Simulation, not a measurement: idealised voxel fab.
This section sets out a process module, namely voxel self aligned vias.
Each square cell in cross-section cut measures 5 nm, and the section as a whole is 230 nm wide.
Cross-sections here: square-cell grids, written as top-down lists of bands, a band being one or more rows of cells. The band entry comprises the height of the band's top followed by the height of its bottom, expressed in nm, and subsequently the band's materials from left to right, each stated together with its width in nm. Where a single material is marked with the word "all across", that material fills the band from edge to edge. The word "air" represents empty space. Counting heights begins at 0, where everything beneath is, in the wafer as received, one material. The lowest band has no bottom; it goes on downwards, as "0 and below" shows. Think of "30 to 40" as a width that walks from the first number to the second as you go down the band, top row to bottom row, taking equal-sized steps from row to row. "remained the same" for a step: no cell of the cross-section changed in that step. "Sealed-off cavities" enumerates empty spaces isolated from the top, with no open way to it, that contain at least 8 cells, giving each as width x height at distance from the left edge, all three in nm. Formally, on a step line, whatever follows the settings is a remark that the simulator itself makes on the step. You can add "overlay nm" to a step's line. For a step with a mask, it describes how far the mask lay to the right of its planned position, and a negative number describes a lay to the left.

**Steps in the process plan**
1) RECEIVE: material Si
2) CONFORMAL_DEP: material SiO2, thk nm 10
3) CONFORMAL_DEP: material SiCN, thk nm 5
4) DIRECTIONAL_DEP: material SiO2, thk nm 30
5) MASKED_ETCH: tone open, mask id LINES, width nm 20, pitch nm 50, etch materials SiO2, depth nm 30, overlay nm 0
6) CONFORMAL_DEP: material TiN, thk nm 5
7) FILL_DEP: material Ru, thk nm 10
8) CMP: height nm 45
9) SELECTIVE_ETCH: etch materials W Ru TiN, depth nm 10
10) FILL_DEP: material SiN, thk nm 10
11) CMP: height nm 45
12) DIRECTIONAL_DEP: material SiO2, thk nm 15
13) PATTERN: tone open, mask id VIAS, material resist, width nm 30, thk nm 20, overlay nm 0
14) DIRECTIONAL_ETCH: etch materials SiO2, depth nm 15
15) DIRECTIONAL_ETCH: etch materials SiN, depth nm 10
16) STRIP: etch materials resist
17) CONFORMAL_DEP: material TiN, thk nm 5
18) FILL_DEP: material W, thk nm 5
19) CMP: height nm 60
20) CONFORMAL_DEP: material SiCN, thk nm 5

**As-received wafer cross-section (after step 1)**
    0 and below  Si all across
    Sealed-off cavities: none

**Module complete, cross-section. Starting point and plan per above. One mistake made in running the module**
    65 down to 60  SiCN all across
    60 down to 45  SiO2 (75); TiN (5); W (20); TiN (5); SiO2 (125)
    45 down to 40  SiO2 (75); TiN (5); W (20); TiN (5); SiO2 (25); SiN (20); SiO2 (80)
    40 down to 35  SiO2 (75); TiN (30); SiO2 (25); SiN (20); SiO2 (80)
    35 down to 20  SiO2 (80); TiN (5); Ru (10); TiN (5); SiO2 (30); TiN (5); Ru (10); TiN (5); SiO2 (80)
    20 down to 15  SiO2 (80); TiN (20); SiO2 (30); TiN (20); SiO2 (80)
    15 down to 10  SiCN all across
    10 down to 0  SiO2 all across
    0 and below  Si all across
    Sealed-off cavities: none
Against the plan, the run slipped here: step 14: run off-plan, actual operation and settings DIRECTIONAL_ETCH: etch materials SiO2, depth nm 25
